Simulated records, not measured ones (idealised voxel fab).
The following is a process module called voxel spacer lines.
It is cross-section cut that appears here, measuring 165 nm in width, its square cells being 5 nm in size.
Throughout this document, each cross-section is represented as a grid of square cells and is presented as a sequence of bands enumerated from the top downward, where a band comprises one or more rows of cells. Top, bottom (nm), then materials left to right with widths (nm); lone material tagged "edge to edge" fills the whole band edge to edge; "blank" = empty space. All heights in this document are referenced to 0, defined as the level beneath which the wafer, as received, consists entirely of one material. The lowest band is not bounded below; it extends indefinitely downward and is written in the form "0..down". Read "30 to 40" as a graded width: first number on top, second number at the bottom, same change between each pair of neighbouring rows. What does "left unchanged" mean for a step? It means no cell of the cross-section changed in that step. Entry "Closed cavity list" = empty spaces >= 8 cells with no open way to the top; each as width x height at distance, distance from left edge, all nm. On each step's line, the part that comes after the settings is the simulator's own comment on the step. "overlay nm" on a masked step: distance the mask lay right of its planned place, negative for left.

LIST OF PLANNED PROCESS STEPS
| 1 | RECEIVE, material Si |
| 2 | CONFORMAL_DEP, material Al2O3, thk nm 5 |
| 3 | DIRECTIONAL_DEP, material polySi, thk nm 20 |
| 4 | DIRECTIONAL_DEP, material aC, thk nm 25 |
| 5 | PATTERN, tone cover, mask id MANDREL, material resist, width nm 20, pitch nm 70, thk nm 35, overlay nm 0 |
| 6 | DIRECTIONAL_ETCH, etch materials aC, depth nm 25 |
| 7 | STRIP, etch materials resist |
| 8 | CONFORMAL_DEP, material SiO2, thk nm 15 |
| 9 | DIRECTIONAL_ETCH, etch materials SiO2, depth nm 15 |
| 10 | STRIP, etch materials aC |
| 11 | DIRECTIONAL_ETCH, etch materials polySi, depth nm 20 |
| 12 | STRIP, etch materials SiO2 |

CROSS-SECTION OF THE WAFER UPON ARRIVAL, REPRESENTING THE STATE REACHED AFTER STEP 1
0..down  Si edge to edge
Closed cavity list: none

CROSS-SECTION TAKEN AT MODULE COMPLETION ON THE FIRST OF TWO WAFERS; PROCESSED PER THE PLAN
25..5  20 blank / 15 polySi / 20 blank / 15 polySi / 20 blank / 15 polySi / 20 blank / 15 polySi / 25 blank
5..0  Al2O3 edge to edge
0..down  Si edge to edge
Closed cavity list: none

MODULE END: CROSS-SECTION OF WAFER TWO OF TWO. SAME START AND PROCESS PLAN AS THE FIRST WAFER. ONE MISTAKE DURING EXECUTION
25..20  Al2O3 edge to edge
20..0  polySi edge to edge
0..down  Si edge to edge
Closed cavity list: none
Nonconformance to the process plan: so 2 and 3 got swapped relative to the plan, each ran where the other was supposed to
End check, counted in cells, second wafer has more or fewer of these materials than the first: polySi +84
